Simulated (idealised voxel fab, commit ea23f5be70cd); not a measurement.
The following process module bears the name voxel self aligned vias.
The width of the displayed cross-section, cut, is 215 nm; its cells are square, with a size of 5 nm.
Cross-section layout: square cells on a grid; listed as bands, top to bottom; a band spans one or more cell rows.
Per band: top height and bottom height in nm, followed by the left-to-right materials and their widths in nm; "edge to edge" marks a single material spanning edge to edge, "blank" marks empty space.
For the purposes of this specification, 0 denotes the height below which the wafer in its as-received condition is composed wholly of one material, and the lowermost band, lacking a lower limit, extends downward without end, as expressed in "0 -> down".
Width "30->40": first value at the band's top row of cells, second value at its bottom row, equal change from row to row.
The cross-section has no changed cell in any step marked "nothing was modified".
Each empty space that has no open way to the top and spans at least 8 cells appears under "Closed void list" as width x height at distance, the distance counted from the left edge, all in nm.
Where a step's line continues beyond its settings, the continuation is a remark by the simulator itself on that step.
"overlay nm" answers the question of how far to the right of plan the mask lay on a step that has a mask, and when it is negative the answer is to the left.
## Below is the list of planned process steps
1 RECEIVE with material Si
2 CONFORMAL_DEP with material SiO2, thk nm 10
3 CONFORMAL_DEP with material SiCN, thk nm 5
4 DIRECTIONAL_DEP with material lowk, thk nm 30
5 MASKED_ETCH with tone open, mask id LINES, width nm 25, pitch nm 50, etch materials lowk, depth nm 30, overlay nm 0
6 CONFORMAL_DEP with material TiN, thk nm 5
7 FILL_DEP with material Ru, thk nm 5
8 CMP with height nm 45
9 SELECTIVE_ETCH with etch materials W Ru TiN, depth nm 5
10 FILL_DEP with material SiN, thk nm 10
11 CMP with height nm 45
12 DIRECTIONAL_DEP with material lowk, thk nm 15
13 PATTERN with tone open, mask id VIAS, material resist, width nm 35, thk nm 15, overlay nm 0
14 DIRECTIONAL_ETCH with etch materials lowk, depth nm 15
15 DIRECTIONAL_ETCH with etch materials SiN, depth nm 5
16 STRIP with etch materials resist
17 CONFORMAL_DEP with material TiN, thk nm 5
18 FILL_DEP with material Cu, thk nm 10
19 CMP with height nm 60
20 CONFORMAL_DEP with material SiCN, thk nm 5
## The cross-section here shows the wafer as received, i.e. in its state after step 1
* 0 -> down | Si edge to edge
* Closed void list: none
## End state of the module in cross-section, given the above starting point and plan and one mistake in execution
* 65 -> 60 | SiCN edge to edge
* 60 -> 50 | lowk=65; TiN=5; Cu=25; TiN=5; lowk=115
* 50 -> 45 | lowk=65; TiN=10; Cu=15; TiN=10; lowk=115
* 45 -> 40 | lowk=70; TiN=25; lowk=25; SiN=25; lowk=70
* 40 -> 20 | lowk=70; TiN=5; Ru=15; TiN=5; lowk=25; TiN=5; Ru=15; TiN=5; lowk=70
* 20 -> 15 | lowk=70; TiN=25; lowk=25; TiN=25; lowk=70
* 15 -> 5 | SiO2 edge to edge
* 5 -> 0 | SiCN edge to edge
* 0 -> down | Si edge to edge
* Closed void list: none
Against the plan, the run slipped here: so 2 and 3 got swapped relative to the plan, each ran where the other was supposed to
